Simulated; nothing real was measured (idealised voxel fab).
This is a process module. Its name is voxel double patterning.
Cross-sectional view cut (width: 300 nm; square cell size: 5 nm).
A cross-section is written here as square cells arranged in a grid, and it is given in bands from the top down, each band taking up one or more rows of cells.
Band entry format. Leading values: height of top, height of bottom, nm. Remainder: materials in left-to-right order, each with its width in nm. Special words: "everywhere" on a single material, which then fills the band edge to edge; "empty", empty space.
Heights are expressed relative to 0, this being the level below which the as-received wafer comprises one material exclusively. The lowest band is unbounded in the downward direction and is denoted as in "0 and below".
When a width is written as two numbers, as in "30..40", the first number is the width in the top row of cells of the band and the second is the width in its bottom row, and the width changes by the same amount from each row to the next.
"left unchanged" means the step left every cell of the cross-section as it was.
Empty spaces without an open route to the top, at least 8 cells in extent, make up the entry "Voids, fully enclosed"; each is given as width x height at distance, where the distance is measured from the left edge, and all are in nm.
after a step's settings: what the simulator itself notes on the step
The line of a step may include "overlay nm". On a step with a mask, this value is how far to the right of its planned place the mask lay. A negative value means the mask lay to the left.

STEPS PLANNED FOR THE PROCESS
1: RECEIVE: material Si
2: CONFORMAL_DEP: material SiO2, thk nm 10
3: DIRECTIONAL_DEP: material TiN, thk nm 15
4: DIRECTIONAL_DEP: material SiCN, thk nm 5
5: DIRECTIONAL_DEP: material aC, thk nm 10
6: PATTERN: tone open, mask id FIRST, material resist, width nm 15, pitch nm 50, thk nm 30, overlay nm 0
7: DIRECTIONAL_ETCH: etch materials aC, depth nm 10
8: STRIP: etch materials resist
9: DIRECTIONAL_ETCH: etch materials SiCN, depth nm 5
10: STRIP: etch materials aC
11: MASKED_ETCH: tone open, mask id SECOND, width nm 15, pitch nm 50, etch materials SiCN, depth nm 5, overlay nm 0
12: DIRECTIONAL_ETCH: etch materials TiN, depth nm 15
13: STRIP: etch materials SiCN

FIRST WAFER, AS PLANNED

CROSS-SECTION OF THE WAFER AS IT CAME TO US, I.E., ALREADY THROUGH STEP 1
- 0 and below | Si everywhere
- Voids, fully enclosed: none

PRESENTED HERE IS A CROSS-SECTION OF THE WAFER AFTER STEP 2 HAS BEEN PERFORMED
- 10 down to 0 | SiO2 everywhere
- All layers under 0 are left as they were.

PRESENTED HERE IS A CROSS-SECTION OF THE WAFER AFTER STEP 3 HAS BEEN PERFORMED
- 25 down to 10 | TiN everywhere
- All layers under 10 are left as they were.

PRESENTED HERE IS A CROSS-SECTION OF THE WAFER AFTER STEP 4 HAS BEEN PERFORMED
- 30 down to 25 | SiCN everywhere
- All layers under 25 are left as they were.

PRESENTED HERE IS A CROSS-SECTION OF THE WAFER AFTER STEP 5 HAS BEEN PERFORMED
- 40 down to 30 | aC everywhere
- All layers under 30 are left as they were.

PRESENTED HERE IS A CROSS-SECTION OF THE WAFER AFTER STEP 6 HAS BEEN PERFORMED
- 70 down to 40 | resist: 90, then empty: 15, then resist: 35, then empty: 15, then resist: 35, then empty: 15, then resist: 95
- All layers under 40 are left as they were.

PRESENTED HERE IS A CROSS-SECTION OF THE WAFER AFTER STEP 7 HAS BEEN PERFORMED
- 60 down to 40 | resist: 90, then empty: 15, then resist: 35, then empty: 15, then resist: 35, then empty: 15, then resist: 95
- 40 down to 30 | aC: 90, then empty: 15, then aC: 35, then empty: 15, then aC: 35, then empty: 15, then aC: 95
- All layers under 30 are left as they were.

PRESENTED HERE IS A CROSS-SECTION OF THE WAFER AFTER STEP 8 HAS BEEN PERFORMED
- 40 down to 30 | aC: 90, then empty: 15, then aC: 35, then empty: 15, then aC: 35, then empty: 15, then aC: 95
- All layers under 30 are left as they were.

PRESENTED HERE IS A CROSS-SECTION OF THE WAFER AFTER STEP 9 HAS BEEN PERFORMED
- 40 down to 30 | aC: 90, then empty: 15, then aC: 35, then empty: 15, then aC: 35, then empty: 15, then aC: 95
- 30 down to 25 | SiCN: 90, then empty: 15, then SiCN: 35, then empty: 15, then SiCN: 35, then empty: 15, then SiCN: 95
- All layers under 25 are left as they were.

PRESENTED HERE IS A CROSS-SECTION OF THE WAFER AFTER STEP 10 HAS BEEN PERFORMED
- 30 down to 25 | SiCN: 90, then empty: 15, then SiCN: 35, then empty: 15, then SiCN: 35, then empty: 15, then SiCN: 95
- All layers under 25 are left as they were.

PRESENTED HERE IS A CROSS-SECTION OF THE WAFER AFTER STEP 11 HAS BEEN PERFORMED
- 30 down to 25 | SiCN: 90, then empty: 15, then SiCN: 10, then empty: 15, then SiCN: 10, then empty: 15, then SiCN: 10, then empty: 15, then SiCN: 10, then empty: 15, then SiCN: 95
- All layers under 25 are left as they were.

PRESENTED HERE IS A CROSS-SECTION OF THE WAFER AFTER STEP 12 HAS BEEN PERFORMED
- 30 down to 25 | SiCN: 90, then empty: 15, then SiCN: 10, then empty: 15, then SiCN: 10, then empty: 15, then SiCN: 10, then empty: 15, then SiCN: 10, then empty: 15, then SiCN: 95
- 25 down to 10 | TiN: 90, then empty: 15, then TiN: 10, then empty: 15, then TiN: 10, then empty: 15, then TiN: 10, then empty: 15, then TiN: 10, then empty: 15, then TiN: 95
- All layers under 10 are left as they were.

PRESENTED HERE IS A CROSS-SECTION OF THE WAFER AFTER STEP 13 HAS BEEN PERFORMED
- 25 down to 10 | TiN: 90, then empty: 15, then TiN: 10, then empty: 15, then TiN: 10, then empty: 15, then TiN: 10, then empty: 15, then TiN: 10, then empty: 15, then TiN: 95
- All layers under 10 are left as they were.

WAFER TWO. IDENTICAL START, IDENTICAL PLAN. ONE MISTAKE IN EXECUTION. IDENTICAL HISTORY THROUGH STEP 10

SECOND WAFER, SECTION VIEW, TIME POINT: SCHEDULED END OF STEP 11
- 30 down to 25 | SiCN: 90, then empty: 15, then SiCN: 10, then empty: 20, then SiCN: 5, then empty: 15, then SiCN: 10, then empty: 20, then SiCN: 5, then empty: 15, then SiCN: 95
- All layers under 25 are left as they were.

SECOND WAFER, SECTION VIEW, TIME POINT: SCHEDULED END OF STEP 12
- 30 down to 25 | SiCN: 90, then empty: 15, then SiCN: 10, then empty: 20, then SiCN: 5, then empty: 15, then SiCN: 10, then empty: 20, then SiCN: 5, then empty: 15, then SiCN: 95
- 25 down to 10 | TiN: 90, then empty: 15, then TiN: 10, then empty: 20, then TiN: 5, then empty: 15, then TiN: 10, then empty: 20, then TiN: 5, then empty: 15, then TiN: 95
- All layers under 10 are left as they were.

SECOND WAFER, SECTION VIEW, TIME POINT: SCHEDULED END OF STEP 13
- 25 down to 10 | TiN: 90, then empty: 15, then TiN: 10, then empty: 20, then TiN: 5, then empty: 15, then TiN: 10, then empty: 20, then TiN: 5, then empty: 15, then TiN: 95
- All layers under 10 are left as they were.
What was done differently from what was planned? step 11 did not happen as planned, as run it was MASKED_ETCH: tone open, mask id SECOND, width nm 20, pitch nm 50, etch materials SiCN, depth nm 5, overlay nm 0
Wafer comparison, final, in cells, second relative to first, materials more or fewer: TiN -6
